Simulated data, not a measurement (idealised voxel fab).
process module | voxel lift off
cross-section cut | 280 nm wide | cells 5 nm
A cross-section is a grid of square cells, given in bands from the top down. A band is one or more rows of cells.
Each band's line starts with the height of the band's top and of its bottom, in nm. Then come its materials from left to right, each with its width in nm. One material with "throughout" fills the band from edge to edge. "air" is empty space.
Height 0 is the level under which the wafer as received is all one material. The lowest band goes on downwards, as in "0 down".
A width such as "30 to 40" changes by the same amount from each row of cells to the next, from the band's top row to its bottom row.
"no change" after a step means that no cell of the cross-section changed.
closed voids: empty space of 8 cells or more with no open way to the top, each as width x height at its distance from the left edge, in nm
after a step's settings: what the simulator itself notes on the step
overlay nm, on a step with a mask: how far to the right of its planned place the mask lay; to the left if negative
plan
1 op RECEIVE | material Si
2 op CONFORMAL_DEP | material SiO2 | thk nm 10
3 op PATTERN | tone open | mask id LINES | material resist | width nm 25 | pitch nm 40 | thk nm 20 | overlay nm 0
4 op DIRECTIONAL_DEP | material Ru | thk nm 5
5 op STRIP | etch materials resist
6 op CONFORMAL_DEP | material SiCN | thk nm 5
varied across the wafers: thk nm of step 4. The plan shows the first wafer's value. All wafers start alike
first wafer as received, after step 1
  0 down: Si throughout
  closed voids: none
first wafer at the end, after step 6
  20 to 15: air 100 | SiCN 35 | air 5 | SiCN 35 | air 105
  15 to 10: SiCN 105 | Ru 25 | SiCN 15 | Ru 25 | SiCN 110
  10 to 0: SiO2 throughout
  0 down: Si throughout
  closed voids: none
last wafer at the end
  30 to 25: air 100 | SiCN 35 | air 5 | SiCN 35 | air 105
  25 to 15: air 100 | SiCN 5 | Ru 25 | SiCN 5 | air 5 | SiCN 5 | Ru 25 | SiCN 5 | air 105
  15 to 10: SiCN 105 | Ru 25 | SiCN 15 | Ru 25 | SiCN 110
  10 to 0: SiO2 throughout
  0 down: Si throughout
  closed voids: none
each wafer at the end: cells of each material gained (+) or lost (-) since it was received, then its closed voids
thk nm 5 | +10 Ru | +60 SiCN | +112 SiO2 | closed voids: none
thk nm 10 | +20 Ru | +64 SiCN | +112 SiO2 | closed voids: none
thk nm 15 | +30 Ru | +68 SiCN | +112 SiO2 | closed voids: none
